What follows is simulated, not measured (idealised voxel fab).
voxel air gaps: a process module
Square cells of 5 nm make up the cross-section cut, whose width is 275 nm.
Notation: cross-section as square-cell grid; stated in bands, top first, going down; one or more cell rows per band.
A band entry consists of two parts. The first gives the height of the band's top and the height of its bottom, in nm. The rest lists the band's materials from left to right, each with its width in nm. A single material labelled with the word "everywhere" fills the band from edge to edge, and the word "blank" marks empty space.
Heights are expressed relative to 0, this being the level below which the as-received wafer comprises one material exclusively. The lowest band is unbounded in the downward direction and is denoted as in "0 down".
Width spec "30->40" -> top row of cells at first value, bottom row at second value, equal per-row change in between.
"no alteration" for a step: no cell of the cross-section changed in that step.
Reported under the label "Sealed internal voids" are the empty spaces having no open way to the top and comprising 8 cells or more; the notation for each is width x height at distance, in which the distance is measured from the left edge and all three values are in nm.
It should be noted that, on the line of a given step, the content following the step's settings is a remark produced by the simulator itself with respect to that step.
overlay nm: mask right of planned place by this much (step with mask). Neg. = left.
These are the steps we planned for the process:
1) RECEIVE, material Si
2) CONFORMAL_DEP, material SiO2, thk nm 10
3) CONFORMAL_DEP, material SiCN, thk nm 5
4) DIRECTIONAL_DEP, material SiO2, thk nm 35
5) MASKED_ETCH, tone open, mask id LINES, width nm 20, pitch nm 45, etch materials SiO2, depth nm 35, overlay nm 0
6) CONFORMAL_DEP, material TiN, thk nm 5
7) FILL_DEP, material Ru, thk nm 5
8) CMP, height nm 50
9) EPI, material Ru, thk nm 10
10) SELECTIVE_ETCH, etch materials SiO2, depth nm 45
11) CONFORMAL_DEP, material SiCN, thk nm 5
First of two wafers, processed according to plan:
Cross-section of the wafer as it came to us, i.e., already through step 1:
    0 down: Si everywhere
    Sealed internal voids: none
The wafer, seen in cross-section, after step 2:
    10 to 0: SiO2 everywhere
    Everything under 0 stays put, no change at all.
The wafer, seen in cross-section, after step 3:
    15 to 10: SiCN everywhere
    Everything under 10 stays put, no change at all.
The wafer, seen in cross-section, after step 4:
    50 to 15: SiO2 everywhere
    Everything under 15 stays put, no change at all.
The wafer, seen in cross-section, after step 5:
    50 to 15: 80 SiO2 | 20 blank | 25 SiO2 | 20 blank | 25 SiO2 | 20 blank | 85 SiO2
    Everything under 15 stays put, no change at all.
The wafer, seen in cross-section, after step 6:
    55 to 50: 85 TiN | 10 blank | 35 TiN | 10 blank | 35 TiN | 10 blank | 90 TiN
    50 to 20: 80 SiO2 | 5 TiN | 10 blank | 5 TiN | 25 SiO2 | 5 TiN | 10 blank | 5 TiN | 25 SiO2 | 5 TiN | 10 blank | 5 TiN | 85 SiO2
    20 to 15: 80 SiO2 | 20 TiN | 25 SiO2 | 20 TiN | 25 SiO2 | 20 TiN | 85 SiO2
    Everything under 15 stays put, no change at all.
The wafer, seen in cross-section, after step 7:
    60 to 55: Ru everywhere
    55 to 50: 85 TiN | 10 Ru | 35 TiN | 10 Ru | 35 TiN | 10 Ru | 90 TiN
    50 to 20: 80 SiO2 | 5 TiN | 10 Ru | 5 TiN | 25 SiO2 | 5 TiN | 10 Ru | 5 TiN | 25 SiO2 | 5 TiN | 10 Ru | 5 TiN | 85 SiO2
    Everything under 20 stays put, no change at all.
The wafer, seen in cross-section, after step 8:
    50 to 20: 80 SiO2 | 5 TiN | 10 Ru | 5 TiN | 25 SiO2 | 5 TiN | 10 Ru | 5 TiN | 25 SiO2 | 5 TiN | 10 Ru | 5 TiN | 85 SiO2
    Everything under 20 stays put, no change at all.
The wafer, seen in cross-section, after step 9:
    60 to 50: 70 blank | 40 Ru | 5 blank | 40 Ru | 5 blank | 40 Ru | 75 blank
    Everything under 50 stays put, no change at all.
The wafer, seen in cross-section, after step 10:
    60 to 50: 70 blank | 40 Ru | 5 blank | 40 Ru | 5 blank | 40 Ru | 75 blank
    50 to 20: 80 blank | 5 TiN | 10 Ru | 5 TiN | 25 blank | 5 TiN | 10 Ru | 5 TiN | 25 blank | 5 TiN | 10 Ru | 5 TiN | 85 blank
    20 to 15: 80 blank | 20 TiN | 25 blank | 20 TiN | 25 blank | 20 TiN | 85 blank
    Everything under 15 stays put, no change at all.
The wafer, seen in cross-section, after step 11:
    65 to 60: 65 blank | 140 SiCN | 70 blank
    60 to 50: 65 blank | 5 SiCN | 40 Ru | 5 SiCN | 40 Ru | 5 SiCN | 40 Ru | 5 SiCN | 70 blank
    50 to 45: 65 blank | 15 SiCN | 5 TiN | 10 Ru | 5 TiN | 25 SiCN | 5 TiN | 10 Ru | 5 TiN | 25 SiCN | 5 TiN | 10 Ru | 5 TiN | 15 SiCN | 70 blank
    45 to 20: 75 blank | 5 SiCN | 5 TiN | 10 Ru | 5 TiN | 5 SiCN | 15 blank | 5 SiCN | 5 TiN | 10 Ru | 5 TiN | 5 SiCN | 15 blank | 5 SiCN | 5 TiN | 10 Ru | 5 TiN | 5 SiCN | 80 blank
    20 to 15: 80 SiCN | 20 TiN | 25 SiCN | 20 TiN | 25 SiCN | 20 TiN | 85 SiCN
    Everything under 15 stays put, no change at all.
    Sealed internal voids: 15 x 25 at 105; 15 x 25 at 150
Second wafer. Start and plan as for the first. One mistake made in running. Agrees with the first up to and including step 8:
Second wafer profile in section, at the moment step 9 of the plan was meant to be complete:
    70 to 50: 60 blank | 150 Ru | 65 blank
    Everything under 50 stays put, no change at all.
Second wafer profile in section, at the moment step 10 of the plan was meant to be complete:
    70 to 50: 60 blank | 150 Ru | 65 blank
    50 to 20: 80 blank | 5 TiN | 10 Ru | 5 TiN | 25 SiO2 | 5 TiN | 10 Ru | 5 TiN | 25 SiO2 | 5 TiN | 10 Ru | 5 TiN | 85 blank
    20 to 15: 80 blank | 20 TiN | 25 SiO2 | 20 TiN | 25 SiO2 | 20 TiN | 85 blank
    Everything under 15 stays put, no change at all.
Second wafer profile in section, at the moment step 11 of the plan was meant to be complete:
    75 to 70: 55 blank | 160 SiCN | 60 blank
    70 to 50: 55 blank | 5 SiCN | 150 Ru | 5 SiCN | 60 blank
    50 to 45: 55 blank | 25 SiCN | 5 TiN | 10 Ru | 5 TiN | 25 SiO2 | 5 TiN | 10 Ru | 5 TiN | 25 SiO2 | 5 TiN | 10 Ru | 5 TiN | 25 SiCN | 60 blank
    45 to 20: 75 blank | 5 SiCN | 5 TiN | 10 Ru | 5 TiN | 25 SiO2 | 5 TiN | 10 Ru | 5 TiN | 25 SiO2 | 5 TiN | 10 Ru | 5 TiN | 5 SiCN | 80 blank
    20 to 15: 80 SiCN | 20 TiN | 25 SiO2 | 20 TiN | 25 SiO2 | 20 TiN | 85 SiCN
    Everything under 15 stays put, no change at all.
What broke from the plan during processing? step 9 of the plan was performed twice
Upon completion, the second wafer contains, in terms of cells, a greater or smaller amount of certain materials than the first wafer: Ru: 72 more; SiCN: 32 fewer; SiO2: 70 more
At the end, the first wafer has 2 closed voids and the second wafer has 0.
